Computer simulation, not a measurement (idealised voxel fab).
The process module presented herein is designated voxel plated lines.
Section shown: cut. Width: 215 nm. Cell size: 5 nm, square.
A cross-section is a grid of square cells, given in bands from the top down. A band is one or more rows of cells.
This entry defines a band. It first specifies the height of the band's top and the height of its bottom in nm, and then specifies the band's materials from left to right, stating each material with its width in nm. The word "edge to edge" identifies a single material that fills the band from edge to edge, while the word "air" identifies empty space.
Height is counted from the level 0, under which the received wafer is composed throughout of one material. The lowest of the bands is not closed at the bottom but continues downward, in the notation "from 0 down".
Quick explanation for "30->40": the width changes in equal steps down the rows of cells, from the first number in the band's top row to the second number in its bottom row.
Take "all unchanged" at face value: in the step it is given for, the cross-section changed in none of its cells.
Basically, "Cavities, closed" tells you about the enclosed voids: empty spaces with no open way to the top, 8 cells or bigger, each written width x height at distance, where distance is from the left edge, all in nm.
If you see something after the settings on a step's line, that's the simulator's own remark about that step.
overlay nm: for a step with a mask, the amount by which the mask lay right of where it was planned; a negative amount means left of it.

### Planned process steps
1. RECEIVE [material Si]
2. CONFORMAL_DEP [material SiN] [thk nm 15]
3. DIRECTIONAL_DEP [material TiN] [thk nm 5]
4. PATTERN [tone open] [mask id LINES] [material resist] [width nm 25] [pitch nm 55] [thk nm 30] [overlay nm 0]
5. EPI [material Ru] [thk nm 5]
6. EPI [material Ru] [thk nm 5]
7. STRIP [etch materials resist]
8. DIRECTIONAL_ETCH [etch materials TiN] [depth nm 5]
9. CONFORMAL_DEP [material SiO2] [thk nm 5]

### Wafer cross-section on receipt, i.e. after step 1
* from 0 down: Si edge to edge
* Cavities, closed: none

### The plan above was carried out on the starting structure above with one mistake, and this cross-section shows the wafer at the end of the module
* from 30 to 25: 35 air; 35 SiO2; 20 air; 35 SiO2; 20 air; 35 SiO2; 35 air
* from 25 to 20: 35 air; 5 SiO2; 25 Ru; 5 SiO2; 20 air; 5 SiO2; 25 Ru; 5 SiO2; 20 air; 5 SiO2; 25 Ru; 5 SiO2; 35 air
* from 20 to 15: 40 SiO2; 25 TiN; 30 SiO2; 25 TiN; 30 SiO2; 25 TiN; 40 SiO2
* from 15 to 0: SiN edge to edge
* from 0 down: Si edge to edge
* Cavities, closed: none
Deviation from plan: with steps 5 and 6 being identical, the one that was left out cannot be pinpointed
